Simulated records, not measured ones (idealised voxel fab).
Process module heading - voxel fin reveal
The figure presents cross-section cut, which has a width of 260 nm and is divided into square cells with an edge length of 5 nm.
Reading order for cross-sections: top band down to bottom band. Underlying form: a grid of square cells. Band size: one or more rows of cells.
Per band: top height and bottom height in nm, followed by the left-to-right materials and their widths in nm; "edge to edge" marks a single material spanning edge to edge, "empty" marks empty space.
Height datum 0, below which the as-received substrate wafer is one material. Lowest band open at the bottom, running downward: "0 -> down".
It should be noted that a width expressed as "30 to 40" varies in equal increments from row to row of cells within the band, taking the value of the first number at the top row and that of the second number at the bottom row.
When a step is marked "changes: none", none of the cells in the cross-section changed during that step.
"Enclosed cavity list" enumerates empty spaces isolated from the top, with no open way to it, that contain at least 8 cells, giving each as width x height at distance from the left edge, all three in nm.
That trailing text on a step's line, after the settings, is the simulator's own remark on the step.
overlay nm: mask right of planned place by this much (step with mask). Neg. = left.

The planned process steps are enumerated hereunder
1 RECEIVE: material Si
2 CONFORMAL_DEP: material SiN, thk nm 5
3 PATTERN: tone cover, mask id FINS, material resist, width nm 15, pitch nm 40, thk nm 20, overlay nm 0
4 DIRECTIONAL_ETCH: etch materials SiN, depth nm 5
5 DIRECTIONAL_ETCH: etch materials Si, depth nm 30
6 STRIP: etch materials resist
7 OXIDIZE: depth nm 5
8 FILL_DEP: material SiO2, thk nm 15
9 CMP: height nm 5
10 SELECTIVE_ETCH: etch materials SiO2, depth nm 15
11 STRIP: etch materials SiN
12 CONFORMAL_DEP: material HfO2, thk nm 5

What follows covers the first of two wafers; it ran as planned

Wafer at receipt (post step 1), cross-section
> 0 -> down | Si edge to edge
> Enclosed cavity list: none

After step 2: wafer cross-section
> 5 -> 0 | SiN edge to edge
> Everything under 0 stays put, no change at all.

After step 3: wafer cross-section
> 25 -> 5 | empty 80, resist 15, empty 25, resist 15, empty 25, resist 15, empty 85
> Everything under 5 stays put, no change at all.

After step 4: wafer cross-section
> 25 -> 5 | empty 80, resist 15, empty 25, resist 15, empty 25, resist 15, empty 85
> 5 -> 0 | empty 80, SiN 15, empty 25, SiN 15, empty 25, SiN 15, empty 85
> Everything under 0 stays put, no change at all.

After step 5: wafer cross-section
> 25 -> 5 | empty 80, resist 15, empty 25, resist 15, empty 25, resist 15, empty 85
> 5 -> 0 | empty 80, SiN 15, empty 25, SiN 15, empty 25, SiN 15, empty 85
> 0 -> -30 | empty 80, Si 15, empty 25, Si 15, empty 25, Si 15, empty 85
> Everything under -30 stays put, no change at all.

After step 6: wafer cross-section
> 5 -> 0 | empty 80, SiN 15, empty 25, SiN 15, empty 25, SiN 15, empty 85
> Everything under 0 stays put, no change at all.

After step 7: wafer cross-section
> 5 -> 0 | empty 80, SiN 15, empty 25, SiN 15, empty 25, SiN 15, empty 85
> 0 -> -30 | empty 80, SiO2 5, Si 5, SiO2 5, empty 25, SiO2 5, Si 5, SiO2 5, empty 25, SiO2 5, Si 5, SiO2 5, empty 85
> -30 -> -35 | SiO2 85, Si 5, SiO2 35, Si 5, SiO2 35, Si 5, SiO2 90
> Everything under -35 stays put, no change at all.

After step 8: wafer cross-section
> 20 -> 5 | SiO2 edge to edge
> 5 -> 0 | SiO2 80, SiN 15, SiO2 25, SiN 15, SiO2 25, SiN 15, SiO2 85
> 0 -> -35 | SiO2 85, Si 5, SiO2 35, Si 5, SiO2 35, Si 5, SiO2 90
> Everything under -35 stays put, no change at all.

After step 9: wafer cross-section
> 5 -> 0 | SiO2 80, SiN 15, SiO2 25, SiN 15, SiO2 25, SiN 15, SiO2 85
> Everything under 0 stays put, no change at all.

After step 10: wafer cross-section
> 5 -> 0 | empty 80, SiN 15, empty 25, SiN 15, empty 25, SiN 15, empty 85
> 0 -> -10 | empty 85, Si 5, empty 35, Si 5, empty 35, Si 5, empty 90
> Everything under -10 stays put, no change at all.

After step 11: wafer cross-section
> 0 -> -10 | empty 85, Si 5, empty 35, Si 5, empty 35, Si 5, empty 90
> Everything under -10 stays put, no change at all.

After step 12: wafer cross-section
> 5 -> 0 | empty 80, HfO2 15, empty 25, HfO2 15, empty 25, HfO2 15, empty 85
> 0 -> -5 | empty 80, HfO2 5, Si 5, HfO2 5, empty 25, HfO2 5, Si 5, HfO2 5, empty 25, HfO2 5, Si 5, HfO2 5, empty 85
> -5 -> -10 | HfO2 85, Si 5, HfO2 35, Si 5, HfO2 35, Si 5, HfO2 90
> Everything under -10 stays put, no change at all.

Second wafer: same start and same plan as the first, one execution error; identical to the first through step 9

Cross-section: second wafer, time at which step 10 was scheduled to end
> 5 -> 0 | empty 80, SiN 15, empty 25, SiN 15, empty 25, SiN 15, empty 85
> 0 -> -25 | empty 85, Si 5, empty 35, Si 5, empty 35, Si 5, empty 90
> Everything under -25 stays put, no change at all.

Cross-section: second wafer, time at which step 11 was scheduled to end
> 0 -> -25 | empty 85, Si 5, empty 35, Si 5, empty 35, Si 5, empty 90
> Everything under -25 stays put, no change at all.

Cross-section: second wafer, time at which step 12 was scheduled to end
> 5 -> 0 | empty 80, HfO2 15, empty 25, HfO2 15, empty 25, HfO2 15, empty 85
> 0 -> -20 | empty 80, HfO2 5, Si 5, HfO2 5, empty 25, HfO2 5, Si 5, HfO2 5, empty 25, HfO2 5, Si 5, HfO2 5, empty 85
> -20 -> -25 | HfO2 85, Si 5, HfO2 35, Si 5, HfO2 35, Si 5, HfO2 90
> Everything under -25 stays put, no change at all.
Finding, execution versus plan: it should be noted that step 10 of the plan was executed twice
Upon completion, the second wafer contains, in terms of cells, a greater or smaller amount of certain materials than the first wafer: HfO2: 18 more | SiO2: 147 fewer
